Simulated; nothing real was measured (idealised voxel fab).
process module | voxel transistor to metal
cross-section cut | 155 nm wide | cells 5 nm
A cross-section is a grid of square cells, given in bands from the top down. A band is one or more rows of cells.
Each band's line starts with the height of the band's top and of its bottom, in nm. Then come its materials from left to right, each with its width in nm. One material with "throughout" fills the band from edge to edge. "air" is empty space.
Height 0 is the level under which the wafer as received is all one material. The lowest band goes on downwards, as in "0 down".
A width such as "30 to 40" changes by the same amount from each row of cells to the next, from the band's top row to its bottom row.
"no change" after a step means that no cell of the cross-section changed.
closed voids: empty space of 8 cells or more with no open way to the top, each as width x height at its distance from the left edge, in nm
after a step's settings: what the simulator itself notes on the step
overlay nm, on a step with a mask: how far to the right of its planned place the mask lay; to the left if negative
plan
1 op RECEIVE | material Si
2 op CONFORMAL_DEP | material SiO2 | thk nm 5
3 op CONFORMAL_DEP | material SiN | thk nm 10
4 op PATTERN | tone cover | mask id ACTIVE | material resist | width nm 105 | thk nm 15 | overlay nm 0
5 op DIRECTIONAL_ETCH | etch materials SiN | depth nm 10
6 op DIRECTIONAL_ETCH | etch materials SiO2 | depth nm 5
7 op DIRECTIONAL_ETCH | etch materials Si | depth nm 35
8 op STRIP | etch materials resist
9 op OXIDIZE | depth nm 5
10 op FILL_DEP | material SiO2 | thk nm 10
11 op CMP | height nm 15
12 op SELECTIVE_ETCH | etch materials SiO2 | depth nm 10
13 op STRIP | etch materials SiN
14 op SELECTIVE_ETCH | etch materials SiO2 | depth nm 5
15 op OXIDIZE | depth nm 5
16 op DIRECTIONAL_DEP | material polySi | thk nm 20
17 op DIRECTIONAL_DEP | material SiCN | thk nm 10
18 op MASKED_ETCH | tone cover | mask id GATE | width nm 25 | etch materials SiCN | depth nm 20 | overlay nm 0
19 op MASKED_ETCH | tone cover | mask id GATE | width nm 25 | etch materials polySi | depth nm 30 | overlay nm 0
20 op CONFORMAL_DEP | material SiN | thk nm 10
21 op DIRECTIONAL_ETCH | etch materials SiN | depth nm 10
22 op DIRECTIONAL_ETCH | etch materials SiO2 | depth nm 5
23 op EPI | material SiGe | thk nm 5
24 op FILL_DEP | material SiO2 | thk nm 10
25 op CMP | height nm 30
26 op DIRECTIONAL_DEP | material SiO2 | thk nm 10
27 op MASKED_ETCH | tone open | mask id CONTACT | width nm 25 | pitch nm 60 | etch materials SiO2 | depth nm 40 | overlay nm 0
28 op CONFORMAL_DEP | material TiN | thk nm 5
29 op FILL_DEP | material Ru | thk nm 5
30 op CMP | height nm 40
31 op CONFORMAL_DEP | material SiN | thk nm 5
32 op DIRECTIONAL_DEP | material SiO2 | thk nm 20
33 op PATTERN | tone open | mask id METAL_1 | material resist | width nm 15 | pitch nm 70 | thk nm 20 | overlay nm 0
34 op DIRECTIONAL_ETCH | etch materials SiO2 | depth nm 20
35 op DIRECTIONAL_ETCH | etch materials SiN | depth nm 5
36 op STRIP | etch materials resist
37 op CONFORMAL_DEP | material TiN | thk nm 5
38 op FILL_DEP | material Cu | thk nm 5
39 op CMP | height nm 65
40 op EPI | material Ru | thk nm 5
41 op FILL_DEP | material SiCN | thk nm 5
42 op DIRECTIONAL_DEP | material lowk | thk nm 35
43 op DIRECTIONAL_DEP | material aC | thk nm 15
44 op PATTERN | tone open | mask id METAL_2 | material resist | width nm 15 | pitch nm 70 | thk nm 30 | overlay nm 0
45 op DIRECTIONAL_ETCH | etch materials aC | depth nm 15
46 op STRIP | etch materials resist
47 op DIRECTIONAL_ETCH | etch materials lowk | depth nm 20
48 op STRIP | etch materials aC
49 op PATTERN | tone open | mask id METAL_2_HOLES | material resist | width nm 15 | pitch nm 70 | thk nm 15 | overlay nm 0
50 op DIRECTIONAL_ETCH | etch materials lowk | depth nm 15
51 op DIRECTIONAL_ETCH | etch materials SiCN | depth nm 5
52 op STRIP | etch materials resist
53 op CONFORMAL_DEP | material TiN | thk nm 5
54 op FILL_DEP | material Ru | thk nm 5
55 op CMP | height nm 110
56 op CONFORMAL_DEP | material SiCN | thk nm 5
as received, after step 1
  0 down: Si throughout
  closed voids: none
first wafer at the end, as planned
  115 to 110: SiCN throughout
  110 to 75: lowk 35 | TiN 5 | Ru 5 | TiN 5 | lowk 55 | TiN 5 | Ru 5 | TiN 5 | lowk 35
  75 to 70: SiCN 35 | TiN 15 | SiCN 55 | TiN 15 | SiCN 35
  70 to 65: SiCN 30 | Ru 25 | SiCN 45 | Ru 25 | SiCN 30
  65 to 45: SiO2 35 | TiN 5 | Cu 5 | TiN 5 | SiO2 55 | TiN 5 | Cu 5 | TiN 5 | SiO2 35
  45 to 40: SiN 35 | TiN 15 | SiN 55 | TiN 15 | SiN 35
  40 to 30: SiO2 35 | TiN 5 | Ru 15 to 10 | TiN 5 to 10 | SiO2 35 | TiN 5 to 10 | Ru 15 to 10 | TiN 5 | SiO2 35
  30 to 20: SiO2 35 | TiN 5 | Ru 10 | TiN 5 | SiN 10 | SiCN 25 | SiN 10 | TiN 5 | Ru 10 | TiN 5 | SiO2 35
  20 to 5: SiO2 35 | TiN 5 | Ru 10 | TiN 5 | SiN 10 | polySi 25 | SiN 10 | TiN 5 | Ru 10 | TiN 5 | SiO2 35
  5 to 0: SiO2 35 | TiN 20 | SiN 10 | polySi 25 | SiN 10 | TiN 20 | SiO2 35
  0 to -5: SiO2 25 | SiGe 30 | SiO2 45 | SiGe 30 | SiO2 25
  -5 to -40: SiO2 30 | Si 95 | SiO2 30
  -40 down: Si throughout
  closed voids: none
second wafer at the end: like start, like plan, one mistake
  115 to 110: SiCN throughout
  110 to 75: lowk 35 | TiN 5 | Ru 5 | TiN 5 | lowk 55 | TiN 5 | Ru 5 | TiN 5 | lowk 35
  75 to 70: SiCN 35 | TiN 15 | SiCN 55 | TiN 15 | SiCN 35
  70 to 65: SiCN 30 | Ru 25 | SiCN 45 | Ru 25 | SiCN 30
  65 to 45: SiO2 35 | TiN 5 | Cu 5 | TiN 5 | SiO2 55 | TiN 5 | Cu 5 | TiN 5 | SiO2 35
  45 to 40: SiN 35 | TiN 15 | SiN 55 | TiN 15 | SiN 35
  40 to 35: SiO2 35 | TiN 5 | Ru 15 | TiN 5 | SiO2 35 | TiN 5 | Ru 15 | TiN 5 | SiO2 35
  35 to 30: SiO2 35 | TiN 25 | SiO2 35 | TiN 5 | Ru 15 | TiN 5 | SiO2 35
  30 to 20: SiO2 35 | TiN 10 | SiN 10 | SiCN 25 | SiN 10 | SiO2 5 | TiN 5 to 10 | Ru 15 to 10 | TiN 5 | SiO2 35
  20 to 5: SiO2 35 | TiN 10 | SiN 10 | polySi 35 | SiN 10 | TiN 5 | Ru 10 | TiN 5 | SiO2 35
  5 to 0: SiO2 35 | TiN 10 | SiN 10 | polySi 35 | SiN 10 | TiN 20 | SiO2 35
  0 to -5: SiO2 25 | SiGe 20 | SiO2 55 | SiGe 30 | SiO2 25
  -5 to -40: SiO2 30 | Si 95 | SiO2 30
  -40 down: Si throughout
  closed voids: none
what went wrong: step 18 ran as: op MASKED_ETCH | tone cover | mask id GATE | width nm 25 | etch materials SiCN | depth nm 20 | overlay nm -10
at the end the second wafer has, in cells: 10 fewer of Ru | 2 fewer of SiGe | 4 more of SiO2 | 8 more of polySi
